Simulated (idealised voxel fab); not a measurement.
Herein follows the process module entitled voxel released beams.
cross-section cut | 230 nm wide | cells 5 nm
Square cells in a grid make up a cross-section in this document, and the grid is given as bands, listed from the top down, each one or more rows of cells.
Each band's line starts with the height of the band's top and of its bottom, in nm. Then come its materials from left to right, each with its width in nm. One material with "all across" fills the band from edge to edge. "blank" is empty space.
The level at which height equals 0 is the one under which the wafer, as it arrives, is entirely one material. No lower edge exists for the bottom band, which continues downward and is notated as in "z 0 and below".
You'd read "30->40" like this: the band's top row of cells is as wide as the first number, its bottom row is as wide as the second, and going down, every row changes width by the same amount as the row before did.
"same as before" after a step means that no cell of the cross-section changed.
In "Sealed void listing" the enclosed voids are listed, meaning empty spaces of 8 cells or larger without any opening to the top. The form is width x height at distance, distance from the left edge, units nm.
That trailing text on a step's line, after the settings, is the simulator's own remark on the step.
Steps that use a mask can have "overlay nm" on their line. It says how far the mask sat to the right of where it was meant to be. Negative means to the left.
The process steps that were planned are listed below
1 RECEIVE with material Si
2 CONFORMAL_DEP with material SiN, thk nm 10
3 DIRECTIONAL_DEP with material SiO2, thk nm 20
4 PATTERN with tone open, mask id ANCHOR, material resist, width nm 25, thk nm 15, overlay nm 0
5 DIRECTIONAL_ETCH with etch materials SiO2, depth nm 20
6 STRIP with etch materials resist
7 CONFORMAL_DEP with material polySi, thk nm 10
8 PATTERN with tone cover, mask id BEAM, material resist, width nm 90, thk nm 20, overlay nm 0
9 DIRECTIONAL_ETCH with etch materials polySi, depth nm 10
10 STRIP with etch materials resist
11 STRIP with etch materials SiO2
On the first of the two wafers: run conducted according to plan
As-received wafer cross-section (after step 1)
  z 0 and below = Si all across
  Sealed void listing: none
State of the wafer after step 2, shown in cross-section
  z 10 to 0 = SiN all across
  Unchanged below 0.
State of the wafer after step 3, shown in cross-section
  z 30 to 10 = SiO2 all across
  Unchanged below 10.
State of the wafer after step 4, shown in cross-section
  z 45 to 30 = resist 70 | blank 25 | resist 135
  Unchanged below 30.
State of the wafer after step 5, shown in cross-section
  z 45 to 30 = resist 70 | blank 25 | resist 135
  z 30 to 10 = SiO2 70 | blank 25 | SiO2 135
  Unchanged below 10.
State of the wafer after step 6, shown in cross-section
  z 30 to 10 = SiO2 70 | blank 25 | SiO2 135
  Unchanged below 10.
State of the wafer after step 7, shown in cross-section
  z 40 to 30 = polySi 80 | blank 5 | polySi 145
  z 30 to 20 = SiO2 70 | polySi 10 | blank 5 | polySi 10 | SiO2 135
  z 20 to 10 = SiO2 70 | polySi 25 | SiO2 135
  Unchanged below 10.
State of the wafer after step 8, shown in cross-section
  z 60 to 40 = blank 65 | resist 90 | blank 75
  z 40 to 30 = polySi 80 | resist 5 | polySi 145
  z 30 to 20 = SiO2 70 | polySi 10 | resist 5 | polySi 10 | SiO2 135
  Unchanged below 20.
State of the wafer after step 9, shown in cross-section
  z 60 to 40 = blank 65 | resist 90 | blank 75
  z 40 to 30 = blank 65 | polySi 15 | resist 5 | polySi 70 | blank 75
  Unchanged below 30.
State of the wafer after step 10, shown in cross-section
  z 40 to 30 = blank 65 | polySi 15 | blank 5 | polySi 70 | blank 75
  z 30 to 20 = SiO2 70 | polySi 10 | blank 5 | polySi 10 | SiO2 135
  Unchanged below 20.
State of the wafer after step 11, shown in cross-section
  z 40 to 30 = blank 65 | polySi 15 | blank 5 | polySi 70 | blank 75
  z 30 to 20 = blank 70 | polySi 10 | blank 5 | polySi 10 | blank 135
  z 20 to 10 = blank 70 | polySi 25 | blank 135
  Unchanged below 10.
Second wafer, same starting conditions and recipe as the first, one mistake in executing it, nothing differs from the first up to and including step 5
X-section, second wafer, when step 6 was due to finish
  z 30 to 10 = SiO2 70 | blank 25 | SiO2 135
  Unchanged below 10.
X-section, second wafer, when step 7 was due to finish
  z 40 to 30 = polySi 80 | blank 5 | polySi 145
  z 30 to 20 = SiO2 70 | polySi 10 | blank 5 | polySi 10 | SiO2 135
  z 20 to 10 = SiO2 70 | polySi 25 | SiO2 135
  Unchanged below 10.
X-section, second wafer, when step 8 was due to finish
  z 60 to 40 = blank 65 | resist 90 | blank 75
  z 40 to 30 = polySi 80 | resist 5 | polySi 145
  z 30 to 20 = SiO2 70 | polySi 10 | resist 5 | polySi 10 | SiO2 135
  Unchanged below 20.
X-section, second wafer, when step 9 was due to finish
  z 60 to 40 = blank 65 | resist 90 | blank 75
  z 40 to 30 = blank 65 | polySi 15 | resist 5 | polySi 70 | blank 75
  Unchanged below 30.
X-section, second wafer, when step 10 was due to finish
  z 40 to 30 = blank 65 | polySi 15 | blank 5 | polySi 70 | blank 75
  z 30 to 20 = SiO2 70 | polySi 10 | blank 5 | polySi 10 | SiO2 135
  Unchanged below 20.
X-section, second wafer, when step 11 was due to finish
  z 40 to 30 = blank 65 | polySi 15 | blank 5 | polySi 70 | blank 75
  z 30 to 20 = blank 70 | polySi 10 | blank 5 | polySi 10 | blank 135
  z 20 to 10 = blank 70 | polySi 25 | blank 135
  Unchanged below 10.
Deviation noted in wafer processing: plan step 6 was conducted twice
Same final cross-section on the two wafers, so the model's numbers don't move because of the mistake.
